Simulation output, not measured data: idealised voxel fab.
Herein follows the process module entitled voxel self aligned vias.
Section cut is 185 nm wide and gridded with 5 nm square cells.
Cross-section layout: square cells on a grid; listed as bands, top to bottom; a band spans one or more cell rows.
Band entry format. Leading values: height of top, height of bottom, nm. Remainder: materials in left-to-right order, each with its width in nm. Special words: "everywhere" on a single material, which then fills the band edge to edge; "air", empty space.
Heads up on the height convention: 0 is the point under which the incoming wafer is all one material, and the lowest band has no bottom, it just keeps going down, like "0 nm and below".
When a width is written as two numbers, as in "30 to 40", the first number is the width in the top row of cells of the band and the second is the width in its bottom row, and the width changes by the same amount from each row to the next.
"remains unaltered" after a step means that no cell of the cross-section changed.
Each empty space that has no open way to the top and spans at least 8 cells appears under "Listed closed voids" as width x height at distance, the distance counted from the left edge, all in nm.
Note: text after step settings on the step line = simulator remark on that step.
overlay nm, on a step with a mask: how far to the right of its planned place the mask lay; to the left if negative

## So here's the lineup of process steps we planned
1: RECEIVE (material Si)
2: CONFORMAL_DEP (material SiO2; thk nm 15)
3: CONFORMAL_DEP (material SiCN; thk nm 5)
4: DIRECTIONAL_DEP (material lowk; thk nm 30)
5: PATTERN (tone open; mask id LINES; material resist; width nm 20; pitch nm 60; thk nm 15; overlay nm 0)
6: DIRECTIONAL_ETCH (etch materials lowk; depth nm 30)
7: STRIP (etch materials resist)
8: CONFORMAL_DEP (material TiN; thk nm 5)
9: FILL_DEP (material Ru; thk nm 10)
10: CMP (height nm 50)
11: SELECTIVE_ETCH (etch materials W Ru TiN; depth nm 10)
12: FILL_DEP (material SiN; thk nm 10)
13: CMP (height nm 50)
14: DIRECTIONAL_DEP (material lowk; thk nm 15)
15: PATTERN (tone open; mask id VIAS; material resist; width nm 30; pitch nm 60; thk nm 20; overlay nm 0)
16: DIRECTIONAL_ETCH (etch materials lowk; depth nm 15)
17: DIRECTIONAL_ETCH (etch materials SiN; depth nm 10)
18: STRIP (etch materials resist)
19: CONFORMAL_DEP (material TiN; thk nm 5)
20: FILL_DEP (material Ru; thk nm 5)
21: CMP (height nm 65)
22: CONFORMAL_DEP (material SiN; thk nm 5)

## First of the two wafers, run per plan

## Cross-section of the wafer upon arrival, representing the state reached after step 1
> 0 nm and below = Si everywhere
> Listed closed voids: none

## You're looking at a cross-section of the wafer after step 2
> 15 nm to 0 nm = SiO2 everywhere
> below 0: unchanged

## You're looking at a cross-section of the wafer after step 3
> 20 nm to 15 nm = SiCN everywhere
> below 15: unchanged

## You're looking at a cross-section of the wafer after step 4
> 50 nm to 20 nm = lowk everywhere
> below 20: unchanged

## You're looking at a cross-section of the wafer after step 5
> 65 nm to 50 nm = resist (20), then air (20), then resist (40), then air (20), then resist (40), then air (20), then resist (25)
> below 50: unchanged

## You're looking at a cross-section of the wafer after step 6
> 65 nm to 50 nm = resist (20), then air (20), then resist (40), then air (20), then resist (40), then air (20), then resist (25)
> 50 nm to 20 nm = lowk (20), then air (20), then lowk (40), then air (20), then lowk (40), then air (20), then lowk (25)
> below 20: unchanged

## You're looking at a cross-section of the wafer after step 7
> 50 nm to 20 nm = lowk (20), then air (20), then lowk (40), then air (20), then lowk (40), then air (20), then lowk (25)
> below 20: unchanged

## You're looking at a cross-section of the wafer after step 8
> 55 nm to 50 nm = TiN (25), then air (10), then TiN (50), then air (10), then TiN (50), then air (10), then TiN (30)
> 50 nm to 25 nm = lowk (20), then TiN (5), then air (10), then TiN (5), then lowk (40), then TiN (5), then air (10), then TiN (5), then lowk (40), then TiN (5), then air (10), then TiN (5), then lowk (25)
> 25 nm to 20 nm = lowk (20), then TiN (20), then lowk (40), then TiN (20), then lowk (40), then TiN (20), then lowk (25)
> below 20: unchanged

## You're looking at a cross-section of the wafer after step 9
> 65 nm to 55 nm = Ru everywhere
> 55 nm to 50 nm = TiN (25), then Ru (10), then TiN (50), then Ru (10), then TiN (50), then Ru (10), then TiN (30)
> 50 nm to 25 nm = lowk (20), then TiN (5), then Ru (10), then TiN (5), then lowk (40), then TiN (5), then Ru (10), then TiN (5), then lowk (40), then TiN (5), then Ru (10), then TiN (5), then lowk (25)
> below 25: unchanged

## You're looking at a cross-section of the wafer after step 10
> 50 nm to 25 nm = lowk (20), then TiN (5), then Ru (10), then TiN (5), then lowk (40), then TiN (5), then Ru (10), then TiN (5), then lowk (40), then TiN (5), then Ru (10), then TiN (5), then lowk (25)
> below 25: unchanged

## You're looking at a cross-section of the wafer after step 11
> 50 nm to 40 nm = lowk (20), then air (20), then lowk (40), then air (20), then lowk (40), then air (20), then lowk (25)
> below 40: unchanged

## You're looking at a cross-section of the wafer after step 12
> 60 nm to 50 nm = SiN everywhere
> 50 nm to 40 nm = lowk (20), then SiN (20), then lowk (40), then SiN (20), then lowk (40), then SiN (20), then lowk (25)
> below 40: unchanged

## You're looking at a cross-section of the wafer after step 13
> 50 nm to 40 nm = lowk (20), then SiN (20), then lowk (40), then SiN (20), then lowk (40), then SiN (20), then lowk (25)
> below 40: unchanged

## You're looking at a cross-section of the wafer after step 14
> 65 nm to 50 nm = lowk everywhere
> below 50: unchanged

## You're looking at a cross-section of the wafer after step 15
> 85 nm to 65 nm = resist (15), then air (30), then resist (30), then air (30), then resist (30), then air (30), then resist (20)
> below 65: unchanged

## You're looking at a cross-section of the wafer after step 16
> 85 nm to 65 nm = resist (15), then air (30), then resist (30), then air (30), then resist (30), then air (30), then resist (20)
> 65 nm to 50 nm = lowk (15), then air (30), then lowk (30), then air (30), then lowk (30), then air (30), then lowk (20)
> below 50: unchanged

## You're looking at a cross-section of the wafer after step 17
> 85 nm to 65 nm = resist (15), then air (30), then resist (30), then air (30), then resist (30), then air (30), then resist (20)
> 65 nm to 50 nm = lowk (15), then air (30), then lowk (30), then air (30), then lowk (30), then air (30), then lowk (20)
> 50 nm to 40 nm = lowk (20), then air (20), then lowk (40), then air (20), then lowk (40), then air (20), then lowk (25)
> below 40: unchanged

## You're looking at a cross-section of the wafer after step 18
> 65 nm to 50 nm = lowk (15), then air (30), then lowk (30), then air (30), then lowk (30), then air (30), then lowk (20)
> below 50: unchanged

## You're looking at a cross-section of the wafer after step 19
> 70 nm to 65 nm = TiN (20), then air (20), then TiN (40), then air (20), then TiN (40), then air (20), then TiN (25)
> 65 nm to 55 nm = lowk (15), then TiN (5), then air (20), then TiN (5), then lowk (30), then TiN (5), then air (20), then TiN (5), then lowk (30), then TiN (5), then air (20), then TiN (5), then lowk (20)
> 55 nm to 45 nm = lowk (15 to 20), then TiN (10 to 5), then air (10), then TiN (10 to 5), then lowk (30 to 40), then TiN (10 to 5), then air (10), then TiN (10 to 5), then lowk (30 to 40), then TiN (10 to 5), then air (10), then TiN (10 to 5), then lowk (20 to 25)
> 45 nm to 40 nm = lowk (20), then TiN (20), then lowk (40), then TiN (20), then lowk (40), then TiN (20), then lowk (25)
> below 40: unchanged

## You're looking at a cross-section of the wafer after step 20
> 75 nm to 70 nm = Ru everywhere
> 70 nm to 65 nm = TiN (20), then Ru (20), then TiN (40), then Ru (20), then TiN (40), then Ru (20), then TiN (25)
> 65 nm to 55 nm = lowk (15), then TiN (5), then Ru (20), then TiN (5), then lowk (30), then TiN (5), then Ru (20), then TiN (5), then lowk (30), then TiN (5), then Ru (20), then TiN (5), then lowk (20)
> 55 nm to 45 nm = lowk (15 to 20), then TiN (10 to 5), then Ru (10), then TiN (10 to 5), then lowk (30 to 40), then TiN (10 to 5), then Ru (10), then TiN (10 to 5), then lowk (30 to 40), then TiN (10 to 5), then Ru (10), then TiN (10 to 5), then lowk (20 to 25)
> below 45: unchanged

## You're looking at a cross-section of the wafer after step 21
> 65 nm to 55 nm = lowk (15), then TiN (5), then Ru (20), then TiN (5), then lowk (30), then TiN (5), then Ru (20), then TiN (5), then lowk (30), then TiN (5), then Ru (20), then TiN (5), then lowk (20)
> below 55: unchanged

## You're looking at a cross-section of the wafer after step 22
> 70 nm to 65 nm = SiN everywhere
> below 65: unchanged

## Wafer two. Identical start, identical plan. One mistake in execution. Identical history through step 4

## Cross-section: second wafer, time at which step 5 was scheduled to end
> 65 nm to 50 nm = resist (25), then air (20), then resist (40), then air (20), then resist (40), then air (20), then resist (20)
> below 50: unchanged

## Cross-section: second wafer, time at which step 6 was scheduled to end
> 65 nm to 50 nm = resist (25), then air (20), then resist (40), then air (20), then resist (40), then air (20), then resist (20)
> 50 nm to 20 nm = lowk (25), then air (20), then lowk (40), then air (20), then lowk (40), then air (20), then lowk (20)
> below 20: unchanged

## Cross-section: second wafer, time at which step 7 was scheduled to end
> 50 nm to 20 nm = lowk (25), then air (20), then lowk (40), then air (20), then lowk (40), then air (20), then lowk (20)
> below 20: unchanged

## Cross-section: second wafer, time at which step 8 was scheduled to end
> 55 nm to 50 nm = TiN (30), then air (10), then TiN (50), then air (10), then TiN (50), then air (10), then TiN (25)
> 50 nm to 25 nm = lowk (25), then TiN (5), then air (10), then TiN (5), then lowk (40), then TiN (5), then air (10), then TiN (5), then lowk (40), then TiN (5), then air (10), then TiN (5), then lowk (20)
> 25 nm to 20 nm = lowk (25), then TiN (20), then lowk (40), then TiN (20), then lowk (40), then TiN (20), then lowk (20)
> below 20: unchanged

## Cross-section: second wafer, time at which step 9 was scheduled to end
> 65 nm to 55 nm = Ru everywhere
> 55 nm to 50 nm = TiN (30), then Ru (10), then TiN (50), then Ru (10), then TiN (50), then Ru (10), then TiN (25)
> 50 nm to 25 nm = lowk (25), then TiN (5), then Ru (10), then TiN (5), then lowk (40), then TiN (5), then Ru (10), then TiN (5), then lowk (40), then TiN (5), then Ru (10), then TiN (5), then lowk (20)
> below 25: unchanged

## Cross-section: second wafer, time at which step 10 was scheduled to end
> 50 nm to 25 nm = lowk (25), then TiN (5), then Ru (10), then TiN (5), then lowk (40), then TiN (5), then Ru (10), then TiN (5), then lowk (40), then TiN (5), then Ru (10), then TiN (5), then lowk (20)
> below 25: unchanged

## Cross-section: second wafer, time at which step 11 was scheduled to end
> 50 nm to 40 nm = lowk (25), then air (20), then lowk (40), then air (20), then lowk (40), then air (20), then lowk (20)
> below 40: unchanged

## Cross-section: second wafer, time at which step 12 was scheduled to end
> 60 nm to 50 nm = SiN everywhere
> 50 nm to 40 nm = lowk (25), then SiN (20), then lowk (40), then SiN (20), then lowk (40), then SiN (20), then lowk (20)
> below 40: unchanged

## Cross-section: second wafer, time at which step 13 was scheduled to end
> 50 nm to 40 nm = lowk (25), then SiN (20), then lowk (40), then SiN (20), then lowk (40), then SiN (20), then lowk (20)
> below 40: unchanged

## Cross-section: second wafer, time at which step 14 was scheduled to end
> 65 nm to 50 nm = lowk everywhere
> below 50: unchanged

## Cross-section: second wafer, time at which step 15 was scheduled to end
> 85 nm to 65 nm = resist (15), then air (30), then resist (30), then air (30), then resist (30), then air (30), then resist (20)
> below 65: unchanged

## Cross-section: second wafer, time at which step 16 was scheduled to end
> 85 nm to 65 nm = resist (15), then air (30), then resist (30), then air (30), then resist (30), then air (30), then resist (20)
> 65 nm to 50 nm = lowk (15), then air (30), then lowk (30), then air (30), then lowk (30), then air (30), then lowk (20)
> below 50: unchanged

## Cross-section: second wafer, time at which step 17 was scheduled to end
> 85 nm to 65 nm = resist (15), then air (30), then resist (30), then air (30), then resist (30), then air (30), then resist (20)
> 65 nm to 50 nm = lowk (15), then air (30), then lowk (30), then air (30), then lowk (30), then air (30), then lowk (20)
> 50 nm to 40 nm = lowk (25), then air (20), then lowk (40), then air (20), then lowk (40), then air (20), then lowk (20)
> below 40: unchanged

## Cross-section: second wafer, time at which step 18 was scheduled to end
> 65 nm to 50 nm = lowk (15), then air (30), then lowk (30), then air (30), then lowk (30), then air (30), then lowk (20)
> below 50: unchanged

## Cross-section: second wafer, time at which step 19 was scheduled to end
> 70 nm to 65 nm = TiN (20), then air (20), then TiN (40), then air (20), then TiN (40), then air (20), then TiN (25)
> 65 nm to 55 nm = lowk (15), then TiN (5), then air (20), then TiN (5), then lowk (30), then TiN (5), then air (20), then TiN (5), then lowk (30), then TiN (5), then air (20), then TiN (5), then lowk (20)
> 55 nm to 45 nm = lowk (15 to 25), then TiN (15 to 5), then air (10), then TiN (5), then lowk (30 to 40), then TiN (15 to 5), then air (10), then TiN (5), then lowk (30 to 40), then TiN (15 to 5), then air (10), then TiN (5), then lowk (20)
> 45 nm to 40 nm = lowk (25), then TiN (20), then lowk (40), then TiN (20), then lowk (40), then TiN (20), then lowk (20)
> below 40: unchanged

## Cross-section: second wafer, time at which step 20 was scheduled to end
> 75 nm to 70 nm = Ru everywhere
> 70 nm to 65 nm = TiN (20), then Ru (20), then TiN (40), then Ru (20), then TiN (40), then Ru (20), then TiN (25)
> 65 nm to 55 nm = lowk (15), then TiN (5), then Ru (20), then TiN (5), then lowk (30), then TiN (5), then Ru (20), then TiN (5), then lowk (30), then TiN (5), then Ru (20), then TiN (5), then lowk (20)
> 55 nm to 45 nm = lowk (15 to 25), then TiN (15 to 5), then Ru (10), then TiN (5), then lowk (30 to 40), then TiN (15 to 5), then Ru (10), then TiN (5), then lowk (30 to 40), then TiN (15 to 5), then Ru (10), then TiN (5), then lowk (20)
> below 45: unchanged

## Cross-section: second wafer, time at which step 21 was scheduled to end
> 65 nm to 55 nm = lowk (15), then TiN (5), then Ru (20), then TiN (5), then lowk (30), then TiN (5), then Ru (20), then TiN (5), then lowk (30), then TiN (5), then Ru (20), then TiN (5), then lowk (20)
> below 55: unchanged

## Cross-section: second wafer, time at which step 22 was scheduled to end
> 70 nm to 65 nm = SiN everywhere
> below 65: unchanged
Against the plan, the run slipped here: the process deviated at step 5: the operation and settings actually run there were PATTERN (tone open; mask id LINES; material resist; width nm 20; pitch nm 60; thk nm 15; overlay nm 5)
So at the finish, the second wafer's got exactly as many cells of each material as the first, just not in the same spots.
